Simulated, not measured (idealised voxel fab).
The following is a process module called voxel ribs on slabs.
Cross-section cut spans 195 nm and uses square cells 5 nm in size.
Cross-section format: a grid of square cells, given as bands from top to bottom; each band is one or more rows of cells.
In this notation a band is specified by the heights of its top and bottom, in that order and in nm, after which its materials appear from left to right, each paired with its width in nm. The word "everywhere" attached to a single material means that material fills the band from edge to edge; the word "empty" stands for empty space.
Heights from 0 (as-received wafer is one material below). Bottom band endless downward, as "0 and below".
The two numbers in a width such as "30->40" mark its ends across the band: the first belongs to the top row of cells, the second to the bottom row, and from each row to the next the width moves by the same amount.
Where the words "same as before" appear for a step, the cross-section shows no cell changed by that step; every cell remained as before.
In the "Enclosed empty spaces" entry, you get each enclosed empty space of 8 cells or more, one with no open way to the top, written width x height at distance, distance from the left edge, in nm.
What comes after the settings on a step's line is commentary from the simulator itself on that step.
overlay nm, on a step with a mask: how far to the right of its planned place the mask lay; to the left if negative
THE STEPS PLANNED FOR THE PROCESS ARE AS FOLLOWS
step 1: RECEIVE, material Si
step 2: DIRECTIONAL_DEP, material SiO2, thk nm 25
step 3: DIRECTIONAL_DEP, material polySi, thk nm 20
step 4: MASKED_ETCH, tone cover, mask id RIB, width nm 15, etch materials polySi, depth nm 15, overlay nm -15
step 5: DIRECTIONAL_DEP, material aC, thk nm 15
step 6: PATTERN, tone cover, mask id SLAB, material resist, width nm 65, thk nm 35, overlay nm 0
step 7: DIRECTIONAL_ETCH, etch materials aC, depth nm 15
step 8: STRIP, etch materials resist
step 9: DIRECTIONAL_ETCH, etch materials polySi, depth nm 5
step 10: STRIP, etch materials aC
step 11: FILL_DEP, material SiO2, thk nm 20
step 12: CMP, height nm 55
step 13: DIRECTIONAL_DEP, material TiN, thk nm 5
step 14: PATTERN, tone cover, mask id HEATER, material resist, width nm 25, thk nm 20, overlay nm 0
step 15: DIRECTIONAL_ETCH, etch materials TiN, depth nm 5
step 16: STRIP, etch materials resist
step 17: CONFORMAL_DEP, material SiN, thk nm 5
The plan shows the overlay nm of step 4 as the first wafer had it; this setting differs between the wafers, which start out alike.
FIRST OF SEVERAL WAFERS, RECEIVED AFTER STEP 1, IN CROSS-SECTION
* 0 and below | Si everywhere
* Enclosed empty spaces: none
SHOWN IN CROSS-SECTION: THE FIRST OF SEVERAL WAFERS AT THE END OF THE MODULE, AFTER ITS LAST STEP, STEP 17
* 65 down to 60 | empty: 80; SiN: 35; empty: 80
* 60 down to 55 | SiN: 85; TiN: 25; SiN: 85
* 55 down to 45 | SiO2 everywhere
* 45 down to 30 | SiO2: 75; polySi: 15; SiO2: 105
* 30 down to 25 | SiO2: 65; polySi: 65; SiO2: 65
* 25 down to 0 | SiO2 everywhere
* 0 and below | Si everywhere
* Enclosed empty spaces: none
SECTIONAL VIEW OF THE LAST WAFER UPON COMPLETION OF THE MODULE
* 65 down to 60 | empty: 80; SiN: 35; empty: 80
* 60 down to 55 | SiN: 85; TiN: 25; SiN: 85
* 55 down to 45 | SiO2 everywhere
* 45 down to 30 | SiO2: 105; polySi: 15; SiO2: 75
* 30 down to 25 | SiO2: 65; polySi: 65; SiO2: 65
* 25 down to 0 | SiO2 everywhere
* 0 and below | Si everywhere
* Enclosed empty spaces: none
WHAT FOLLOWS IS A TABLE IN WHICH EACH WAFER OCCUPIES A ROW; FOR THE WAFER AS IT STANDS AT THE CLOSE OF THE MODULE, THE ROW STATES, MATERIAL BY MATERIAL, HOW MANY CELLS HAVE BEEN GAINED (+) OR LOST (-) SINCE RECEIPT, AND THEN GIVES ITS CLOSED VOIDS
overlay nm -15; +41 SiN; +407 SiO2; +5 TiN; +22 polySi; Enclosed empty spaces: none
overlay nm -10; +41 SiN; +407 SiO2; +5 TiN; +22 polySi; Enclosed empty spaces: none
overlay nm -5; +41 SiN; +407 SiO2; +5 TiN; +22 polySi; Enclosed empty spaces: none
overlay nm 0; +41 SiN; +407 SiO2; +5 TiN; +22 polySi; Enclosed empty spaces: none
overlay nm 5; +41 SiN; +407 SiO2; +5 TiN; +22 polySi; Enclosed empty spaces: none
overlay nm 10; +41 SiN; +407 SiO2; +5 TiN; +22 polySi; Enclosed empty spaces: none
overlay nm 15; +41 SiN; +407 SiO2; +5 TiN; +22 polySi; Enclosed empty spaces: none
